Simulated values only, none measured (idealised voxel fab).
Module name: voxel fin reveal (process module)
cross-section cut | 205 nm wide | cells 5 nm
In what follows, cross-sections appear as grids of square cells, described through bands that run from the top down, where every band is one or more rows of cells.
First you get the band's top height and its bottom height, in nm, and then the materials it's made of, left to right, with each width in nm. If you see a single material with "full width", that one covers the band edge to edge. "air" is empty space.
Measure heights from 0. That's the level where, below it, the as-received wafer is all one material. The lowest band is bottomless and extends downward; write it as in "top 0, no bottom".
Read "30 to 40" as a graded width: first number on top, second number at the bottom, same change between each pair of neighbouring rows.
"no modification", as given for a step, is the statement that not any cell of the cross-section underwent a change during that step.
Entry "Entrapped void list". Content: empty spaces with no open connection to the top, size 8 cells or greater. Each: width x height at distance. Distance: from left edge. Unit: nm.
Read whatever lies past the settings on a step's line as the simulator's own remark about the step.
overlay nm: how far to the right of its planned place the mask lay on this masked step (negative: to the left).
[Listed below are the process steps as planned]
1. RECEIVE (material Si)
2. CONFORMAL_DEP (material SiN; thk nm 5)
3. DIRECTIONAL_DEP (material aC; thk nm 10)
4. PATTERN (tone cover; mask id FINS; material resist; width nm 15; pitch nm 45; thk nm 30; overlay nm 0)
5. DIRECTIONAL_ETCH (etch materials aC; depth nm 10)
6. STRIP (etch materials resist)
7. DIRECTIONAL_ETCH (etch materials SiN; depth nm 5)
8. DIRECTIONAL_ETCH (etch materials Si; depth nm 35)
9. STRIP (etch materials aC)
10. FILL_DEP (material SiO2; thk nm 15)
11. CMP (height nm 5)
12. SELECTIVE_ETCH (etch materials SiO2; depth nm 15)
13. STRIP (etch materials SiN)
14. CONFORMAL_DEP (material HfO2; thk nm 5)
[first wafer, as planned]
[Here's what the wafer looked like in cross-section when it arrived - that's after step 1]
top 0, no bottom | Si full width
Entrapped void list: none
[Once step 2 is through, the wafer looks like this in cross-section]
top 5, bottom 0 | SiN full width
Below 0, no change.
[Once step 3 is through, the wafer looks like this in cross-section]
top 15, bottom 5 | aC full width
Below 5, no change.
[Once step 4 is through, the wafer looks like this in cross-section]
top 45, bottom 15 | air 50 / resist 15 / air 30 / resist 15 / air 30 / resist 15 / air 50
Below 15, no change.
[Once step 5 is through, the wafer looks like this in cross-section]
top 35, bottom 15 | air 50 / resist 15 / air 30 / resist 15 / air 30 / resist 15 / air 50
top 15, bottom 5 | air 50 / aC 15 / air 30 / aC 15 / air 30 / aC 15 / air 50
Below 5, no change.
[Once step 6 is through, the wafer looks like this in cross-section]
top 15, bottom 5 | air 50 / aC 15 / air 30 / aC 15 / air 30 / aC 15 / air 50
Below 5, no change.
[Once step 7 is through, the wafer looks like this in cross-section]
top 15, bottom 5 | air 50 / aC 15 / air 30 / aC 15 / air 30 / aC 15 / air 50
top 5, bottom 0 | air 50 / SiN 15 / air 30 / SiN 15 / air 30 / SiN 15 / air 50
Below 0, no change.
[Once step 8 is through, the wafer looks like this in cross-section]
top 15, bottom 5 | air 50 / aC 15 / air 30 / aC 15 / air 30 / aC 15 / air 50
top 5, bottom 0 | air 50 / SiN 15 / air 30 / SiN 15 / air 30 / SiN 15 / air 50
top 0, bottom -35 | air 50 / Si 15 / air 30 / Si 15 / air 30 / Si 15 / air 50
Below -35, no change.
[Once step 9 is through, the wafer looks like this in cross-section]
top 5, bottom 0 | air 50 / SiN 15 / air 30 / SiN 15 / air 30 / SiN 15 / air 50
Below 0, no change.
[Once step 10 is through, the wafer looks like this in cross-section]
top 20, bottom 5 | SiO2 full width
top 5, bottom 0 | SiO2 50 / SiN 15 / SiO2 30 / SiN 15 / SiO2 30 / SiN 15 / SiO2 50
top 0, bottom -35 | SiO2 50 / Si 15 / SiO2 30 / Si 15 / SiO2 30 / Si 15 / SiO2 50
Below -35, no change.
[Once step 11 is through, the wafer looks like this in cross-section]
top 5, bottom 0 | SiO2 50 / SiN 15 / SiO2 30 / SiN 15 / SiO2 30 / SiN 15 / SiO2 50
Below 0, no change.
[Once step 12 is through, the wafer looks like this in cross-section]
top 5, bottom 0 | air 50 / SiN 15 / air 30 / SiN 15 / air 30 / SiN 15 / air 50
top 0, bottom -10 | air 50 / Si 15 / air 30 / Si 15 / air 30 / Si 15 / air 50
Below -10, no change.
[Once step 13 is through, the wafer looks like this in cross-section]
top 0, bottom -10 | air 50 / Si 15 / air 30 / Si 15 / air 30 / Si 15 / air 50
Below -10, no change.
[Once step 14 is through, the wafer looks like this in cross-section]
top 5, bottom 0 | air 45 / HfO2 25 / air 20 / HfO2 25 / air 20 / HfO2 25 / air 45
top 0, bottom -5 | air 45 / HfO2 5 / Si 15 / HfO2 5 / air 20 / HfO2 5 / Si 15 / HfO2 5 / air 20 / HfO2 5 / Si 15 / HfO2 5 / air 45
top -5, bottom -10 | HfO2 50 / Si 15 / HfO2 30 / Si 15 / HfO2 30 / Si 15 / HfO2 50
Below -10, no change.
[It is to be noted that the second wafer proceeded from the same initial state and according to the same plan as the first, although one mistake was committed in its execution; through step 3, inclusive, the two wafers share an identical history]
[At the planned end of step 4, the second wafer in cross-section]
top 45, bottom 15 | resist 50 / air 15 / resist 30 / air 15 / resist 30 / air 15 / resist 50
Below 15, no change.
[At the planned end of step 5, the second wafer in cross-section]
top 35, bottom 15 | resist 50 / air 15 / resist 30 / air 15 / resist 30 / air 15 / resist 50
top 15, bottom 5 | aC 50 / air 15 / aC 30 / air 15 / aC 30 / air 15 / aC 50
Below 5, no change.
[At the planned end of step 6, the second wafer in cross-section]
top 15, bottom 5 | aC 50 / air 15 / aC 30 / air 15 / aC 30 / air 15 / aC 50
Below 5, no change.
[At the planned end of step 7, the second wafer in cross-section]
top 15, bottom 5 | aC 50 / air 15 / aC 30 / air 15 / aC 30 / air 15 / aC 50
top 5, bottom 0 | SiN 50 / air 15 / SiN 30 / air 15 / SiN 30 / air 15 / SiN 50
Below 0, no change.
[At the planned end of step 8, the second wafer in cross-section]
top 15, bottom 5 | aC 50 / air 15 / aC 30 / air 15 / aC 30 / air 15 / aC 50
top 5, bottom 0 | SiN 50 / air 15 / SiN 30 / air 15 / SiN 30 / air 15 / SiN 50
top 0, bottom -35 | Si 50 / air 15 / Si 30 / air 15 / Si 30 / air 15 / Si 50
Below -35, no change.
[At the planned end of step 9, the second wafer in cross-section]
top 5, bottom 0 | SiN 50 / air 15 / SiN 30 / air 15 / SiN 30 / air 15 / SiN 50
Below 0, no change.
[At the planned end of step 10, the second wafer in cross-section]
top 20, bottom 5 | SiO2 full width
top 5, bottom 0 | SiN 50 / SiO2 15 / SiN 30 / SiO2 15 / SiN 30 / SiO2 15 / SiN 50
top 0, bottom -35 | Si 50 / SiO2 15 / Si 30 / SiO2 15 / Si 30 / SiO2 15 / Si 50
Below -35, no change.
[At the planned end of step 11, the second wafer in cross-section]
top 5, bottom 0 | SiN 50 / SiO2 15 / SiN 30 / SiO2 15 / SiN 30 / SiO2 15 / SiN 50
Below 0, no change.
[At the planned end of step 12, the second wafer in cross-section]
top 5, bottom 0 | SiN 50 / air 15 / SiN 30 / air 15 / SiN 30 / air 15 / SiN 50
top 0, bottom -10 | Si 50 / air 15 / Si 30 / air 15 / Si 30 / air 15 / Si 50
Below -10, no change.
[At the planned end of step 13, the second wafer in cross-section]
top 0, bottom -10 | Si 50 / air 15 / Si 30 / air 15 / Si 30 / air 15 / Si 50
Below -10, no change.
[At the planned end of step 14, the second wafer in cross-section]
top 5, bottom 0 | HfO2 55 / air 5 / HfO2 40 / air 5 / HfO2 40 / air 5 / HfO2 55
top 0, bottom -5 | Si 50 / HfO2 5 / air 5 / HfO2 5 / Si 30 / HfO2 5 / air 5 / HfO2 5 / Si 30 / HfO2 5 / air 5 / HfO2 5 / Si 50
top -5, bottom -10 | Si 50 / HfO2 15 / Si 30 / HfO2 15 / Si 30 / HfO2 15 / Si 50
Below -10, no change.
what went wrong: it should be noted that step 4 was executed with settings other than those planned, the operation and settings actually applied being PATTERN (tone open; mask id FINS; material resist; width nm 15; pitch nm 45; thk nm 30; overlay nm 0)
Once processing is complete, comparing cell counts shows that the second wafer has more or fewer of certain materials than the first: Si: 161 more, SiO2: 115 fewer
